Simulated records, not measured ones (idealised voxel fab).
You're looking at the process module voxel gate over fins.
Pictured: cross-section cut, 145 nm wide, on a grid of 5 nm square cells.
How to read a cross-section here: the picture is a grid of square cells, written as bands going from the top down, and any band can span one or more rows of cells. Top, bottom (nm), then materials left to right with widths (nm); lone material tagged "everywhere" fills the whole band edge to edge; "blank" = empty space. The level at which height equals 0 is the one under which the wafer, as it arrives, is entirely one material. No lower edge exists for the bottom band, which continues downward and is notated as in "0..down". Read "30->40" as a graded width: first number on top, second number at the bottom, same change between each pair of neighbouring rows. Step marked "nothing different"? Then no cell in the cross-section changed in it. Empty spaces counting at least 8 cells and having no open way to the top are listed in "Closed void list". The notation width x height at distance is used for each, the distance being from the left edge and all three values in nm. Text after the settings on a step's line: the simulator's own remark on that step. overlay nm: how far to the right of its planned place the mask lay on this masked step (negative: to the left).
PLAN
1 RECEIVE,material Si
2 CONFORMAL_DEP,material SiN,thk nm 5
3 MASKED_ETCH,tone cover,mask id FINS,width nm 15,pitch nm 35,etch materials SiN,depth nm 5,overlay nm 0
4 MASKED_ETCH,tone cover,mask id FINS,width nm 15,pitch nm 35,etch materials Si,depth nm 30,overlay nm 0
5 FILL_DEP,material SiO2,thk nm 10
6 CMP,height nm 5
7 SELECTIVE_ETCH,etch materials SiO2,depth nm 20
8 STRIP,etch materials SiN
9 CONFORMAL_DEP,material HfO2,thk nm 5
10 CONFORMAL_DEP,material TiN,thk nm 5
11 CONFORMAL_DEP,material TiAl,thk nm 5
12 CONFORMAL_DEP,material TiN,thk nm 5
13 FILL_DEP,material W,thk nm 10
14 CMP,height nm 25
15 CONFORMAL_DEP,material SiN,thk nm 5
CROSS-SECTION: WAFER ON ARRIVAL = AFTER STEP 1
	0..down  Si everywhere
	Closed void list: none
HERE'S THE CROSS-SECTION OF THE FIRST OF OUR TWO WAFERS AT THE END OF THE MODULE - IT RAN AS PLANNED
	30..25  SiN everywhere
	25..20  W everywhere
	20..15  W 25 nm  TiN 90 nm  W 30 nm
	15..10  W 25 nm  TiN 5 nm  TiAl 80 nm  TiN 5 nm  W 30 nm
	10..5  W 25 nm  TiN 5 nm  TiAl 5 nm  TiN 70 nm  TiAl 5 nm  TiN 5 nm  W 30 nm
	5..0  TiN 30 nm  TiAl 5 nm  TiN 5 nm  HfO2 25 nm  TiN 10 nm  HfO2 25 nm  TiN 5 nm  TiAl 5 nm  TiN 35 nm
	0..-5  TiAl 35 nm  TiN 5 nm  HfO2 5 nm  Si 15 nm  HfO2 5 nm  TiN 10 nm  HfO2 5 nm  Si 15 nm  HfO2 5 nm  TiN 5 nm  TiAl 40 nm
	-5..-10  TiN 40 nm  HfO2 5 nm  Si 15 nm  HfO2 5 nm  TiN 10 nm  HfO2 5 nm  Si 15 nm  HfO2 5 nm  TiN 45 nm
	-10..-15  HfO2 45 nm  Si 15 nm  HfO2 20 nm  Si 15 nm  HfO2 50 nm
	-15..-30  SiO2 45 nm  Si 15 nm  SiO2 20 nm  Si 15 nm  SiO2 50 nm
	-30..down  Si everywhere
	Closed void list: none
SECOND WAFER CROSS-SECTION AT END OF MODULE - SHARED START AND PLAN WITH THE FIRST, ONE MISTAKE IN THE RUN
	30..25  SiN everywhere
	25..20  W everywhere
	20..15  W 25 nm  TiN 90 nm  W 30 nm
	15..10  W 25 nm  TiN 5 nm  TiAl 80 nm  TiN 5 nm  W 30 nm
	10..5  W 25 nm  TiN 5 nm  TiAl 5 nm  HfO2 70 nm  TiAl 5 nm  TiN 5 nm  W 30 nm
	5..0  TiN 30 nm  TiAl 5 nm  HfO2 5 nm  TiN 25 nm  HfO2 10 nm  TiN 25 nm  HfO2 5 nm  TiAl 5 nm  TiN 35 nm
	0..-5  TiAl 35 nm  HfO2 5 nm  TiN 5 nm  Si 15 nm  TiN 5 nm  HfO2 10 nm  TiN 5 nm  Si 15 nm  TiN 5 nm  HfO2 5 nm  TiAl 40 nm
	-5..-10  HfO2 40 nm  TiN 5 nm  Si 15 nm  TiN 5 nm  HfO2 10 nm  TiN 5 nm  Si 15 nm  TiN 5 nm  HfO2 45 nm
	-10..-15  TiN 45 nm  Si 15 nm  TiN 20 nm  Si 15 nm  TiN 50 nm
	-15..-30  SiO2 45 nm  Si 15 nm  SiO2 20 nm  Si 15 nm  SiO2 50 nm
	-30..down  Si everywhere
	Closed void list: none
Short version of what went wrong: swap of plan steps 9 and 10 during execution
at the end the second wafer has, in cells: as many of each material as the first, in other places
